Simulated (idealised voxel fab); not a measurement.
Proc. module: voxel trench capacitor
205 nm wide, 5 nm square cells: that's cross-section cut.
Square cells in a grid make up a cross-section in this document, and the grid is given as bands, listed from the top down, each one or more rows of cells. Top, bottom (nm), then materials left to right with widths (nm); lone material tagged "full width" fills the whole band edge to edge; "empty" = empty space. Beneath 0, the wafer as received is one material, and that level is where height counting begins. The lowest band goes on downward without a bottom; it is written like "0 nm and below". Width "30..40": first value at the band's top row of cells, second value at its bottom row, equal change from row to row. Basically "all unchanged" means that step didn't change any cell in the cross-section. Empty spaces counting at least 8 cells and having no open way to the top are listed in "Non-vented voids". The notation width x height at distance is used for each, the distance being from the left edge and all three values in nm. Text after the settings on a step's line: the simulator's own remark on that step. overlay nm: right-of-plan distance of the mask on a masked step; negative values mean left-of-plan.
# Planned process steps
- 1: RECEIVE [material Si]
- 2: CONFORMAL_DEP [material SiN] [thk nm 10]
- 3: MASKED_ETCH [tone open] [mask id TRENCH] [width nm 25] [pitch nm 40] [etch materials SiN] [depth nm 10] [overlay nm 0]
- 4: MASKED_ETCH [tone open] [mask id TRENCH] [width nm 25] [pitch nm 40] [etch materials Si] [depth nm 30] [overlay nm 0]
- 5: CONFORMAL_DEP [material SiO2] [thk nm 5]
- 6: FILL_DEP [material polySi] [thk nm 5]
- 7: CMP [height nm 10]
# What follows covers the first of two wafers; it ran as planned
# The cross-section here shows the wafer as received, i.e. in its state after step 1
  0 nm and below | Si full width
  Non-vented voids: none
# Step 2 done - wafer cross-section
  10 nm to 0 nm | SiN full width
  Lower than 0, everything is as it was.
# Step 3 done - wafer cross-section
  10 nm to 0 nm | SiN=70 | empty=25 | SiN=15 | empty=25 | SiN=70
  Lower than 0, everything is as it was.
# Step 4 done - wafer cross-section
  10 nm to 0 nm | SiN=70 | empty=25 | SiN=15 | empty=25 | SiN=70
  0 nm to -30 nm | Si=70 | empty=25 | Si=15 | empty=25 | Si=70
  Lower than -30, everything is as it was.
# Step 5 done - wafer cross-section
  15 nm to 10 nm | SiO2=75 | empty=15 | SiO2=25 | empty=15 | SiO2=75
  10 nm to 0 nm | SiN=70 | SiO2=5 | empty=15 | SiO2=5 | SiN=15 | SiO2=5 | empty=15 | SiO2=5 | SiN=70
  0 nm to -25 nm | Si=70 | SiO2=5 | empty=15 | SiO2=5 | Si=15 | SiO2=5 | empty=15 | SiO2=5 | Si=70
  -25 nm to -30 nm | Si=70 | SiO2=25 | Si=15 | SiO2=25 | Si=70
  Lower than -30, everything is as it was.
# Step 6 done - wafer cross-section
  20 nm to 15 nm | polySi full width
  15 nm to 10 nm | SiO2=75 | polySi=15 | SiO2=25 | polySi=15 | SiO2=75
  10 nm to 0 nm | SiN=70 | SiO2=5 | polySi=15 | SiO2=5 | SiN=15 | SiO2=5 | polySi=15 | SiO2=5 | SiN=70
  0 nm to -25 nm | Si=70 | SiO2=5 | polySi=15 | SiO2=5 | Si=15 | SiO2=5 | polySi=15 | SiO2=5 | Si=70
  Lower than -25, everything is as it was.
# Step 7 done - wafer cross-section
  10 nm to 0 nm | SiN=70 | SiO2=5 | polySi=15 | SiO2=5 | SiN=15 | SiO2=5 | polySi=15 | SiO2=5 | SiN=70
  Lower than 0, everything is as it was.
# For the second wafer, take the first wafer's start and plan, then add one mistake made in running it; everything through step 2, that step included, is shared with the first
# X-section, second wafer, when step 3 was due to finish
  10 nm to 0 nm | empty=70 | SiN=25 | empty=15 | SiN=25 | empty=70
  Lower than 0, everything is as it was.
X-section, second wafer, when step 4 was due to finish: all unchanged
# X-section, second wafer, when step 5 was due to finish
  15 nm to 10 nm | empty=65 | SiO2=35 | empty=5 | SiO2=35 | empty=65
  10 nm to 5 nm | empty=65 | SiO2=5 | SiN=25 | SiO2=5 | empty=5 | SiO2=5 | SiN=25 | SiO2=5 | empty=65
  5 nm to 0 nm | SiO2=70 | SiN=25 | SiO2=15 | SiN=25 | SiO2=70
  Lower than 0, everything is as it was.
# X-section, second wafer, when step 6 was due to finish
  20 nm to 15 nm | polySi full width
  15 nm to 10 nm | polySi=65 | SiO2=35 | polySi=5 | SiO2=35 | polySi=65
  10 nm to 5 nm | polySi=65 | SiO2=5 | SiN=25 | SiO2=5 | polySi=5 | SiO2=5 | SiN=25 | SiO2=5 | polySi=65
  Lower than 5, everything is as it was.
# X-section, second wafer, when step 7 was due to finish
  10 nm to 5 nm | polySi=65 | SiO2=5 | SiN=25 | SiO2=5 | polySi=5 | SiO2=5 | SiN=25 | SiO2=5 | polySi=65
  Lower than 5, everything is as it was.
Misprocessing identified: not per plan at step 3, really ran MASKED_ETCH [tone cover] [mask id TRENCH] [width nm 25] [pitch nm 40] [etch materials SiN] [depth nm 10] [overlay nm 0]
Once processing is complete, comparing cell counts shows that the second wafer has more or fewer of certain materials than the first: +60 Si | -42 SiN | -3 SiO2 | -15 polySi
